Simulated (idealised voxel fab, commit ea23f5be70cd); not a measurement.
Module name: voxel spacer lines (process module)
Section shown: cut. Width: 140 nm. Cell size: 5 nm, square.
A cross-section in this document is a grid of square cells, and it is written down as bands, the top band listed before the ones below it; a band is made up of one or more rows of cells. Per band: top height and bottom height in nm, followed by the left-to-right materials and their widths in nm; "full width" marks a single material spanning edge to edge, "blank" marks empty space. Heights are reckoned from 0. Under this level, the received wafer is all of one material. The bottommost band is open-ended downward, for example "0 -> down". Graded width ("30 to 40"): value in top row of band = first number; value in bottom row = second number; row-to-row change constant. Given "no alterations made" for a step, no cell of the cross-section differs between before and after that step. In "Enclosed void inventory" the enclosed voids are listed, meaning empty spaces of 8 cells or larger without any opening to the top. The form is width x height at distance, distance from the left edge, units nm. What comes after the settings on a step's line is commentary from the simulator itself on that step. Steps that use a mask can have "overlay nm" on their line. It says how far the mask sat to the right of where it was meant to be. Negative means to the left.

This section lists the process steps that were planned
1) RECEIVE (material Si)
2) CONFORMAL_DEP (material SiO2; thk nm 5)
3) DIRECTIONAL_DEP (material W; thk nm 20)
4) DIRECTIONAL_DEP (material aC; thk nm 30)
5) PATTERN (tone cover; mask id MANDREL; material resist; width nm 25; pitch nm 80; thk nm 40; overlay nm 0)
6) DIRECTIONAL_ETCH (etch materials aC; depth nm 30)
7) STRIP (etch materials resist)
8) CONFORMAL_DEP (material SiN; thk nm 15)
9) DIRECTIONAL_ETCH (etch materials SiN; depth nm 15)
10) STRIP (etch materials aC)
11) DIRECTIONAL_ETCH (etch materials W; depth nm 20)
12) STRIP (etch materials SiN)
13) FILL_DEP (material SiO2; thk nm 5)
14) CMP (height nm 25)

Cross-section of the wafer at receipt, which is the condition after step 1
> 0 -> down: Si full width
> Enclosed void inventory: none

First wafer of two, sectioned at end of module; run went per plan
> 25 -> 5: W 15; SiO2 25; W 15; SiO2 25; W 15; SiO2 25; W 15; SiO2 5
> 5 -> 0: SiO2 full width
> 0 -> down: Si full width
> Enclosed void inventory: none

End of module, second wafer, cross-section. Started like the first, planned like the first, run with one mistake
> 25 -> 5: SiO2 5; W 15; SiO2 25; W 15; SiO2 25; W 15; SiO2 25; W 15
> 5 -> 0: SiO2 full width
> 0 -> down: Si full width
> Enclosed void inventory: none
Against the plan, the run slipped here: for step 5, the planned setting was not used; the step was instead run as PATTERN (tone cover; mask id MANDREL; material resist; width nm 25; pitch nm 80; thk nm 40; overlay nm 5)
End check, second vs first wafer: material counts in cells match, positions do not.
